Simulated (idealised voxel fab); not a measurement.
The process module that follows is named voxel tone inversion.
Cross-sectional view cut (width: 235 nm; square cell size: 5 nm).
Cross-section spec: square-cell grid; bands listed top down; each band is one or more rows. Quick guide to a band line: top height, bottom height (nm) up front; then every material left to right with its width in nm. Only one material and it's marked "throughout"? Then it fills the band edge to edge. And "air" just means empty space. The reference from which all heights are counted is 0, the level beneath which the as-received wafer is entirely one material; the lowest band, having no lower bound, proceeds downward and is written after the example "z 0 and below". Width: "30 to 40" (first number = top row, second number = bottom row, same change from row to row of cells). "no modification" -> step changed no cross-section cell. Under "Enclosed void list" you'll find the enclosed gaps, the ones with no way out to the top, that are 8 cells or bigger; each reads width x height at distance, with distance counted from the left edge, everything in nm. Post-settings text on a step line: simulator's own remark regarding the step. overlay nm: right-of-plan distance of the mask on a masked step; negative values mean left-of-plan.
-- The steps planned for the process are as follows
1: RECEIVE | material Si
2: CONFORMAL_DEP | material SiCN | thk nm 5
3: DIRECTIONAL_DEP | material aC | thk nm 25
4: PATTERN | tone cover | mask id POSTS | material resist | width nm 20 | pitch nm 45 | thk nm 35 | overlay nm -15
5: DIRECTIONAL_ETCH | etch materials aC | depth nm 25
6: STRIP | etch materials resist
7: FILL_DEP | material lowk | thk nm 10
8: CMP | height nm 30
9: STRIP | etch materials aC
10: CONFORMAL_DEP | material TiN | thk nm 5
11: FILL_DEP | material Ru | thk nm 10
12: CMP | height nm 30
13: CONFORMAL_DEP | material SiCN | thk nm 5
varied across the wafers: overlay nm of step 4. The plan shows the first wafer's value. All wafers start alike
-- First of several wafers, received after step 1, in cross-section
z 0 and below  Si throughout
Enclosed void list: none
-- Note: the following table is arranged by wafer, a row apiece. Each row reports the end-of-module state: per material, cells gained (+) or cells lost (-) compared with the wafer as received; closed voids follow
overlay nm -15 | +24 Ru | +94 SiCN | +36 TiN | +175 lowk | Enclosed void list: none
overlay nm -10 | +24 Ru | +94 SiCN | +36 TiN | +175 lowk | Enclosed void list: none
overlay nm -5 | +24 Ru | +94 SiCN | +36 TiN | +175 lowk | Enclosed void list: none
overlay nm 0 | +24 Ru | +94 SiCN | +36 TiN | +175 lowk | Enclosed void list: none
overlay nm 5 | +24 Ru | +94 SiCN | +36 TiN | +175 lowk | Enclosed void list: none
overlay nm 10 | +24 Ru | +94 SiCN | +36 TiN | +175 lowk | Enclosed void list: none
overlay nm 15 | +24 Ru | +94 SiCN | +36 TiN | +175 lowk | Enclosed void list: none
